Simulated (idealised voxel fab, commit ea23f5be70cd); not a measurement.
process module | voxel ribs on slabs
It is cross-section cut that appears here, measuring 145 nm in width, its square cells being 5 nm in size.
Cross-section spec: square-cell grid; bands listed top down; each band is one or more rows. For a band, the entry starts with two heights in nm, that of the top and then that of the bottom, and carries on with the band's materials in order from left to right, each alongside its width in nm; the word "full width" beside a single material means it fills the band edge to edge, and "air" means empty space. Heights are reckoned from 0. Under this level, the received wafer is all of one material. The bottommost band is open-ended downward, for example "0 -> down". Graded width ("30..40"): value in top row of band = first number; value in bottom row = second number; row-to-row change constant. You'll sometimes find "same as before" written for a step, and that's the way of saying that nowhere in the cross-section did a cell change during that step. Closed empty spaces (no open way to the top) of 8 cells or more are what "Closed-off voids" lists, each as width x height at distance from the left edge, nm for all three. That trailing text on a step's line, after the settings, is the simulator's own remark on the step. overlay nm, on a step with a mask: how far to the right of its planned place the mask lay; to the left if negative.

LISTED BELOW ARE THE PROCESS STEPS AS PLANNED
step 1: RECEIVE,material Si
step 2: DIRECTIONAL_DEP,material SiO2,thk nm 30
step 3: DIRECTIONAL_DEP,material polySi,thk nm 20
step 4: DIRECTIONAL_DEP,material aC,thk nm 15
step 5: PATTERN,tone cover,mask id RIB,material resist,width nm 30,thk nm 35,overlay nm 0
step 6: DIRECTIONAL_ETCH,etch materials aC,depth nm 15
step 7: STRIP,etch materials resist
step 8: DIRECTIONAL_ETCH,etch materials polySi,depth nm 15
step 9: STRIP,etch materials aC
step 10: PATTERN,tone cover,mask id SLAB,material resist,width nm 90,thk nm 15,overlay nm 0
step 11: DIRECTIONAL_ETCH,etch materials polySi,depth nm 5
step 12: STRIP,etch materials resist
step 13: FILL_DEP,material SiO2,thk nm 25
step 14: CMP,height nm 70
step 15: DIRECTIONAL_DEP,material TiN,thk nm 5
step 16: PATTERN,tone cover,mask id HEATER,material resist,width nm 40,thk nm 15,overlay nm 0
step 17: DIRECTIONAL_ETCH,etch materials TiN,depth nm 5
step 18: STRIP,etch materials resist
step 19: CONFORMAL_DEP,material SiO2,thk nm 10

THE CROSS-SECTION HERE SHOWS THE WAFER AS RECEIVED, I.E. IN ITS STATE AFTER STEP 1
> 0 -> down | Si full width
> Closed-off voids: none

FIGURE: CROSS-SECTIONAL VIEW OF THE WAFER UPON COMPLETION OF THE MODULE, PROCESSED FROM THE INITIAL STATE AND ACCORDING TO THE PLAN DEPICTED ABOVE, WITH ONE ERROR INTRODUCED DURING EXECUTION
> 85 -> 80 | air 40 nm  SiO2 60 nm  air 45 nm
> 80 -> 75 | SiO2 full width
> 75 -> 70 | SiO2 50 nm  TiN 40 nm  SiO2 55 nm
> 70 -> 50 | SiO2 full width
> 50 -> 40 | SiO2 55 nm  polySi 30 nm  SiO2 60 nm
> 40 -> 35 | SiO2 25 nm  polySi 90 nm  SiO2 30 nm
> 35 -> 30 | polySi full width
> 30 -> 0 | SiO2 full width
> 0 -> down | Si full width
> Closed-off voids: none
So what did we get wrong on this run? heads up, step 8 didn't go per plan, it actually ran as DIRECTIONAL_ETCH,etch materials polySi,depth nm 10
